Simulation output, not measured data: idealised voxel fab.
Module name: voxel self aligned contacts (process module)
Each square cell in cross-section cut measures 5 nm, and the section as a whole is 200 nm wide.
Notation: cross-section as square-cell grid; stated in bands, top first, going down; one or more cell rows per band. Each band's line starts with the height of the band's top and of its bottom, in nm. Then come its materials from left to right, each with its width in nm. One material with "full width" fills the band from edge to edge. "blank" is empty space. Height is counted from the level 0, under which the received wafer is composed throughout of one material. The lowest of the bands is not closed at the bottom but continues downward, in the notation "0..down". Width spec "30 to 40" -> top row of cells at first value, bottom row at second value, equal per-row change in between. No cell of the cross-section changed in a step that is given as "left unchanged". "Fully sealed voids" specifies each empty space that is not open to the top and that occupies no fewer than 8 cells, using the form width x height at distance, the distance measured from the left edge and all three quantities in nm. On a step's line, text after the settings is the simulator commenting on that step. overlay nm: on a step with a mask, how far right of its planned place the mask lay; negative means left.

-- The planned process steps are enumerated hereunder
1,RECEIVE [material Si]
2,CONFORMAL_DEP [material SiO2] [thk nm 5]
3,DIRECTIONAL_DEP [material polySi] [thk nm 30]
4,DIRECTIONAL_DEP [material SiN] [thk nm 20]
5,DIRECTIONAL_DEP [material aC] [thk nm 15]
6,PATTERN [tone cover] [mask id GATE] [material resist] [width nm 35] [pitch nm 60] [thk nm 35] [overlay nm 0]
7,DIRECTIONAL_ETCH [etch materials aC] [depth nm 15]
8,STRIP [etch materials resist]
9,DIRECTIONAL_ETCH [etch materials SiN] [depth nm 20]
10,DIRECTIONAL_ETCH [etch materials polySi] [depth nm 30]
11,STRIP [etch materials aC]
12,CONFORMAL_DEP [material SiN] [thk nm 5]
13,DIRECTIONAL_ETCH [etch materials SiN] [depth nm 5]
14,FILL_DEP [material SiO2] [thk nm 15]
15,CMP [height nm 60]
16,MASKED_ETCH [tone open] [mask id CONTACT] [width nm 45] [pitch nm 60] [etch materials SiO2] [depth nm 60] [overlay nm 0]
17,CONFORMAL_DEP [material TiN] [thk nm 5]
18,FILL_DEP [material Ru] [thk nm 10]
19,CMP [height nm 60]
20,CONFORMAL_DEP [material SiCN] [thk nm 5]

-- As received (post step 1): cross-section
    0..down  Si full width
    Fully sealed voids: none

-- As-planned run: cross-section of the first of two wafers at end of module
    65..60  SiCN full width
    60..55  SiO2 (45), TiN (20), Ru (5), TiN (20), SiO2 (15), TiN (20), Ru (5), TiN (20), SiO2 (50)
    55..35  SiO2 (15), SiN (45), TiN (5), Ru (5), TiN (5), SiN (45), TiN (5), Ru (5), TiN (5), SiN (45), SiO2 (20)
    35..5  SiO2 (15), SiN (5), polySi (35), SiN (5), TiN (5), Ru (5), TiN (5), SiN (5), polySi (35), SiN (5), TiN (5), Ru (5), TiN (5), SiN (5), polySi (35), SiN (5), SiO2 (20)
    5..0  SiO2 (60), TiN (15), SiO2 (45), TiN (15), SiO2 (65)
    0..down  Si full width
    Fully sealed voids: none

-- Second of two wafers, module complete, sectioned: it shares the first wafer's start and plan but was run with one mistake
    65..60  SiCN full width
    60..50  SiO2 (45), TiN (5 to 15), Ru (35 to 15), TiN (5 to 15), SiO2 (15), TiN (5 to 15), Ru (35 to 15), TiN (5 to 15), SiO2 (50)
    50..35  SiO2 (20), SiN (35), TiN (5), Ru (15), TiN (5), SiN (35), TiN (5), Ru (15), TiN (5), SiN (35), SiO2 (25)
    35..5  SiO2 (20), polySi (35), TiN (5), Ru (15), TiN (5), polySi (35), TiN (5), Ru (15), TiN (5), polySi (35), SiO2 (25)
    5..0  SiO2 (55), TiN (25), SiO2 (35), TiN (25), SiO2 (60)
    0..down  Si full width
    Fully sealed voids: none
Which mistake was made when the wafer was run? step 12 of the plan: omitted, not performed
Per the end-of-run cell counts, the second wafer holds more or fewer of some materials than the first: +52 Ru; -81 SiN; +29 SiO2
